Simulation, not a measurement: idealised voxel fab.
process module | voxel self aligned vias
cross-section cut | 155 nm wide | cells 5 nm
A cross-section is a grid of square cells, given in bands from the top down. A band is one or more rows of cells.
Each band's line starts with the height of the band's top and of its bottom, in nm. Then come its materials from left to right, each with its width in nm. One material with "throughout" fills the band from edge to edge. "air" is empty space.
Height 0 is the level under which the wafer as received is all one material. The lowest band goes on downwards, as in "0 down".
A width such as "30 to 40" changes by the same amount from each row of cells to the next, from the band's top row to its bottom row.
"no change" after a step means that no cell of the cross-section changed.
closed voids: empty space of 8 cells or more with no open way to the top, each as width x height at its distance from the left edge, in nm
after a step's settings: what the simulator itself notes on the step
overlay nm, on a step with a mask: how far to the right of its planned place the mask lay; to the left if negative
plan
1 op RECEIVE | material Si
2 op CONFORMAL_DEP | material SiO2 | thk nm 10
3 op CONFORMAL_DEP | material SiCN | thk nm 5
4 op DIRECTIONAL_DEP | material lowk | thk nm 30
5 op MASKED_ETCH | tone open | mask id LINES | width nm 30 | pitch nm 65 | etch materials lowk | depth nm 30 | overlay nm 0
6 op CONFORMAL_DEP | material TiN | thk nm 5
7 op FILL_DEP | material Ru | thk nm 10
8 op CMP | height nm 45
9 op SELECTIVE_ETCH | etch materials W Ru TiN | depth nm 5
10 op FILL_DEP | material SiN | thk nm 10
11 op CMP | height nm 45
12 op DIRECTIONAL_DEP | material lowk | thk nm 15
13 op PATTERN | tone open | mask id VIAS | material resist | width nm 50 | thk nm 15 | overlay nm 0
14 op DIRECTIONAL_ETCH | etch materials lowk | depth nm 15
15 op DIRECTIONAL_ETCH | etch materials SiN | depth nm 5
16 op STRIP | etch materials resist
17 op CONFORMAL_DEP | material TiN | thk nm 5
18 op FILL_DEP | material Cu | thk nm 5
19 op CMP | height nm 60
20 op CONFORMAL_DEP | material SiCN | thk nm 5
as received, after step 1
  0 down: Si throughout
  closed voids: none
first wafer at the end, as planned
  65 to 60: SiCN throughout
  60 to 50: lowk 20 | TiN 5 | Cu 40 | TiN 5 | lowk 85
  50 to 45: lowk 20 | TiN 15 | Cu 20 | TiN 15 | lowk 85
  45 to 40: lowk 30 | TiN 30 | lowk 35 | SiN 30 | lowk 30
  40 to 20: lowk 30 | TiN 5 | Ru 20 | TiN 5 | lowk 35 | TiN 5 | Ru 20 | TiN 5 | lowk 30
  20 to 15: lowk 30 | TiN 30 | lowk 35 | TiN 30 | lowk 30
  15 to 10: SiCN throughout
  10 to 0: SiO2 throughout
  0 down: Si throughout
  closed voids: none
second wafer at the end: like start, like plan, one mistake
  65 to 60: SiCN throughout
  60 to 50: lowk 20 | TiN 5 | Cu 40 | TiN 5 | lowk 85
  50 to 45: lowk 20 | TiN 50 | lowk 85
  45 to 40: SiCN throughout
  40 to 10: lowk throughout
  10 to 0: SiO2 throughout
  0 down: Si throughout
  closed voids: none
what went wrong: steps 3 and 4 were swapped
at the end the second wafer has, in cells: 4 fewer of Cu | 32 fewer of Ru | 6 fewer of SiN | 30 fewer of TiN | 72 more of lowk
